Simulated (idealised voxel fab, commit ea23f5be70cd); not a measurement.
voxel capacitor over wiring: a process module
155 nm wide, 5 nm square cells: that's cross-section cut.
A cross-section in this document is a grid of square cells, and it is written down as bands, the top band listed before the ones below it; a band is made up of one or more rows of cells.
Top height, bottom height, nm. Materials left to right, width each, nm. Single material + "edge to edge" = fills band edge to edge. "blank" = empty.
The reference from which all heights are counted is 0, the level beneath which the as-received wafer is entirely one material; the lowest band, having no lower bound, proceeds downward and is written after the example "0 down".
Width "30 to 40": first value at the band's top row of cells, second value at its bottom row, equal change from row to row.
Given "no alteration" for a step, no cell of the cross-section differs between before and after that step.
"Sealed cavities": sealed empty spaces, 8 cells or more, no open way to top, listed width x height at distance, with distance from the left edge and width, height and distance in nm.
Note: text after step settings on the step line = simulator remark on that step.
The optional step-line setting "overlay nm" applies to steps with a mask and quantifies how far to the right of its planned location the mask lay, a negative value indicating leftward placement.

**Set out below are the planned steps of the process**
1 op RECEIVE | material Si
2 op CONFORMAL_DEP | material SiO2 | thk nm 10
3 op CONFORMAL_DEP | material SiCN | thk nm 5
4 op DIRECTIONAL_DEP | material SiO2 | thk nm 15
5 op DIRECTIONAL_DEP | material aC | thk nm 15
6 op PATTERN | tone open | mask id METAL_1 | material resist | width nm 20 | pitch nm 80 | thk nm 35 | overlay nm 0
7 op DIRECTIONAL_ETCH | etch materials aC | depth nm 15
8 op STRIP | etch materials resist
9 op DIRECTIONAL_ETCH | etch materials SiO2 | depth nm 15
10 op DIRECTIONAL_ETCH | etch materials SiCN | depth nm 5
11 op STRIP | etch materials aC
12 op CONFORMAL_DEP | material TiN | thk nm 5
13 op FILL_DEP | material Ru | thk nm 5
14 op CMP | height nm 30
15 op EPI | material Ru | thk nm 5
16 op FILL_DEP | material SiCN | thk nm 5
17 op DIRECTIONAL_DEP | material lowk | thk nm 10
18 op MASKED_ETCH | tone open | mask id PLUG_1 | width nm 15 | etch materials lowk | depth nm 10 | overlay nm 0
19 op MASKED_ETCH | tone open | mask id PLUG_1 | width nm 15 | etch materials SiCN | depth nm 5 | overlay nm 0
20 op CONFORMAL_DEP | material TiN | thk nm 5
21 op FILL_DEP | material W | thk nm 5
22 op CMP | height nm 50
23 op DIRECTIONAL_DEP | material TiN | thk nm 5
24 op DIRECTIONAL_DEP | material HfO2 | thk nm 5
25 op DIRECTIONAL_DEP | material TiN | thk nm 10
26 op DIRECTIONAL_DEP | material aC | thk nm 15
27 op PATTERN | tone cover | mask id UPPER_PLATE | material resist | width nm 65 | thk nm 30 | overlay nm 0
28 op DIRECTIONAL_ETCH | etch materials aC | depth nm 15
29 op STRIP | etch materials resist
30 op DIRECTIONAL_ETCH | etch materials TiN | depth nm 10
31 op DIRECTIONAL_ETCH | etch materials HfO2 | depth nm 5
32 op STRIP | etch materials aC
33 op MASKED_ETCH | tone cover | mask id LOWER_PLATE | width nm 75 | etch materials TiN | depth nm 5 | overlay nm 0
34 op FILL_DEP | material SiO2 | thk nm 20
35 op CMP | height nm 85
36 op DIRECTIONAL_DEP | material aC | thk nm 15
37 op PATTERN | tone open | mask id PLUG_2 | material resist | width nm 15 | thk nm 30 | overlay nm 0
38 op DIRECTIONAL_ETCH | etch materials aC | depth nm 15
39 op STRIP | etch materials resist
40 op DIRECTIONAL_ETCH | etch materials SiO2 | depth nm 15
41 op STRIP | etch materials aC
42 op CONFORMAL_DEP | material TiN | thk nm 5
43 op FILL_DEP | material Cu | thk nm 10
44 op CMP | height nm 85
45 op CONFORMAL_DEP | material SiN | thk nm 5

**Account of the first of two wafers, which was processed as intended**

**Cross-section of the wafer as it came to us, i.e., already through step 1**
    0 down = Si edge to edge
    Sealed cavities: none

**Step 2 done - wafer cross-section**
    10 to 0 = SiO2 edge to edge
    Under 0: no change, same as before.

**Step 3 done - wafer cross-section**
    15 to 10 = SiCN edge to edge
    Under 10: no change, same as before.

**Step 4 done - wafer cross-section**
    30 to 15 = SiO2 edge to edge
    Under 15: no change, same as before.

**Step 5 done - wafer cross-section**
    45 to 30 = aC edge to edge
    Under 30: no change, same as before.

**Step 6 done - wafer cross-section**
    80 to 45 = 25 resist, 20 blank, 60 resist, 20 blank, 30 resist
    Under 45: no change, same as before.

**Step 7 done - wafer cross-section**
    65 to 45 = 25 resist, 20 blank, 60 resist, 20 blank, 30 resist
    45 to 30 = 25 aC, 20 blank, 60 aC, 20 blank, 30 aC
    Under 30: no change, same as before.

**Step 8 done - wafer cross-section**
    45 to 30 = 25 aC, 20 blank, 60 aC, 20 blank, 30 aC
    Under 30: no change, same as before.

**Step 9 done - wafer cross-section**
    45 to 30 = 25 aC, 20 blank, 60 aC, 20 blank, 30 aC
    30 to 15 = 25 SiO2, 20 blank, 60 SiO2, 20 blank, 30 SiO2
    Under 15: no change, same as before.

**Step 10 done - wafer cross-section**
    45 to 30 = 25 aC, 20 blank, 60 aC, 20 blank, 30 aC
    30 to 15 = 25 SiO2, 20 blank, 60 SiO2, 20 blank, 30 SiO2
    15 to 10 = 25 SiCN, 20 blank, 60 SiCN, 20 blank, 30 SiCN
    Under 10: no change, same as before.

**Step 11 done - wafer cross-section**
    30 to 15 = 25 SiO2, 20 blank, 60 SiO2, 20 blank, 30 SiO2
    Under 15: no change, same as before.

**Step 12 done - wafer cross-section**
    35 to 30 = 30 TiN, 10 blank, 70 TiN, 10 blank, 35 TiN
    30 to 15 = 25 SiO2, 5 TiN, 10 blank, 5 TiN, 60 SiO2, 5 TiN, 10 blank, 5 TiN, 30 SiO2
    15 to 10 = 25 SiCN, 20 TiN, 60 SiCN, 20 TiN, 30 SiCN
    Under 10: no change, same as before.

**Step 13 done - wafer cross-section**
    40 to 35 = Ru edge to edge
    35 to 30 = 30 TiN, 10 Ru, 70 TiN, 10 Ru, 35 TiN
    30 to 15 = 25 SiO2, 5 TiN, 10 Ru, 5 TiN, 60 SiO2, 5 TiN, 10 Ru, 5 TiN, 30 SiO2
    Under 15: no change, same as before.

**Step 14 done - wafer cross-section**
    30 to 15 = 25 SiO2, 5 TiN, 10 Ru, 5 TiN, 60 SiO2, 5 TiN, 10 Ru, 5 TiN, 30 SiO2
    Under 15: no change, same as before.

**Step 15 done - wafer cross-section**
    35 to 30 = 20 blank, 30 Ru, 50 blank, 30 Ru, 25 blank
    Under 30: no change, same as before.

**Step 16 done - wafer cross-section**
    40 to 35 = SiCN edge to edge
    35 to 30 = 20 SiCN, 30 Ru, 50 SiCN, 30 Ru, 25 SiCN
    Under 30: no change, same as before.

**Step 17 done - wafer cross-section**
    50 to 40 = lowk edge to edge
    Under 40: no change, same as before.

**Step 18 done - wafer cross-section**
    50 to 40 = 30 lowk, 15 blank, 110 lowk
    Under 40: no change, same as before.

**Step 19 done - wafer cross-section**
    50 to 40 = 30 lowk, 15 blank, 110 lowk
    40 to 35 = 30 SiCN, 15 blank, 110 SiCN
    Under 35: no change, same as before.

**Step 20 done - wafer cross-section**
    55 to 50 = 35 TiN, 5 blank, 115 TiN
    50 to 40 = 30 lowk, 5 TiN, 5 blank, 5 TiN, 110 lowk
    40 to 35 = 30 SiCN, 15 TiN, 110 SiCN
    Under 35: no change, same as before.

**Step 21 done - wafer cross-section**
    60 to 55 = W edge to edge
    55 to 50 = 35 TiN, 5 W, 115 TiN
    50 to 40 = 30 lowk, 5 TiN, 5 W, 5 TiN, 110 lowk
    Under 40: no change, same as before.

**Step 22 done - wafer cross-section**
    50 to 40 = 30 lowk, 5 TiN, 5 W, 5 TiN, 110 lowk
    Under 40: no change, same as before.

**Step 23 done - wafer cross-section**
    55 to 50 = TiN edge to edge
    Under 50: no change, same as before.

**Step 24 done - wafer cross-section**
    60 to 55 = HfO2 edge to edge
    Under 55: no change, same as before.

**Step 25 done - wafer cross-section**
    70 to 60 = TiN edge to edge
    Under 60: no change, same as before.

**Step 26 done - wafer cross-section**
    85 to 70 = aC edge to edge
    Under 70: no change, same as before.

**Step 27 done - wafer cross-section**
    115 to 85 = 30 blank, 65 resist, 60 blank
    Under 85: no change, same as before.

**Step 28 done - wafer cross-section**
    100 to 85 = 30 blank, 65 resist, 60 blank
    85 to 70 = 30 blank, 65 aC, 60 blank
    Under 70: no change, same as before.

**Step 29 done - wafer cross-section**
    85 to 70 = 30 blank, 65 aC, 60 blank
    Under 70: no change, same as before.

**Step 30 done - wafer cross-section**
    85 to 70 = 30 blank, 65 aC, 60 blank
    70 to 60 = 30 blank, 65 TiN, 60 blank
    Under 60: no change, same as before.

**Step 31 done - wafer cross-section**
    85 to 70 = 30 blank, 65 aC, 60 blank
    70 to 60 = 30 blank, 65 TiN, 60 blank
    60 to 55 = 30 blank, 65 HfO2, 60 blank
    Under 55: no change, same as before.

**Step 32 done - wafer cross-section**
    70 to 60 = 30 blank, 65 TiN, 60 blank
    Under 60: no change, same as before.

**Step 33 done - wafer cross-section**
    70 to 60 = 30 blank, 65 TiN, 60 blank
    60 to 55 = 30 blank, 65 HfO2, 60 blank
    55 to 50 = 25 blank, 75 TiN, 55 blank
    Under 50: no change, same as before.

**Step 34 done - wafer cross-section**
    90 to 70 = SiO2 edge to edge
    70 to 60 = 30 SiO2, 65 TiN, 60 SiO2
    60 to 55 = 30 SiO2, 65 HfO2, 60 SiO2
    55 to 50 = 25 SiO2, 75 TiN, 55 SiO2
    Under 50: no change, same as before.

**Step 35 done - wafer cross-section**
    85 to 70 = SiO2 edge to edge
    Under 70: no change, same as before.

**Step 36 done - wafer cross-section**
    100 to 85 = aC edge to edge
    Under 85: no change, same as before.

**Step 37 done - wafer cross-section**
    130 to 100 = 40 resist, 15 blank, 100 resist
    Under 100: no change, same as before.

**Step 38 done - wafer cross-section**
    115 to 100 = 40 resist, 15 blank, 100 resist
    100 to 85 = 40 aC, 15 blank, 100 aC
    Under 85: no change, same as before.

**Step 39 done - wafer cross-section**
    100 to 85 = 40 aC, 15 blank, 100 aC
    Under 85: no change, same as before.

**Step 40 done - wafer cross-section**
    100 to 85 = 40 aC, 15 blank, 100 aC
    85 to 70 = 40 SiO2, 15 blank, 100 SiO2
    Under 70: no change, same as before.

**Step 41 done - wafer cross-section**
    85 to 70 = 40 SiO2, 15 blank, 100 SiO2
    Under 70: no change, same as before.

**Step 42 done - wafer cross-section**
    90 to 85 = 45 TiN, 5 blank, 105 TiN
    85 to 75 = 40 SiO2, 5 TiN, 5 blank, 5 TiN, 100 SiO2
    75 to 70 = 40 SiO2, 15 TiN, 100 SiO2
    Under 70: no change, same as before.

**Step 43 done - wafer cross-section**
    100 to 90 = Cu edge to edge
    90 to 85 = 45 TiN, 5 Cu, 105 TiN
    85 to 75 = 40 SiO2, 5 TiN, 5 Cu, 5 TiN, 100 SiO2
    Under 75: no change, same as before.

**Step 44 done - wafer cross-section**
    85 to 75 = 40 SiO2, 5 TiN, 5 Cu, 5 TiN, 100 SiO2
    Under 75: no change, same as before.

**Step 45 done - wafer cross-section**
    90 to 85 = SiN edge to edge
    Under 85: no change, same as before.

**Companion wafer, the second of two: same beginning, same intended sequence, one mistake in carrying it out; through step 43 inclusive it tracks the first exactly**

**Look at the second wafer in cross-section at the time step 44 ought to have finished**
    95 to 90 = Cu edge to edge
    Under 90: no change, same as before.

**Look at the second wafer in cross-section at the time step 45 ought to have finished**
    100 to 95 = SiN edge to edge
    Under 95: no change, same as before.
what went wrong: not per plan at step 44, really ran op CMP | height nm 95
Materials where the second wafer ends with more or fewer cells than the first: 32 more of Cu, 30 more of TiN
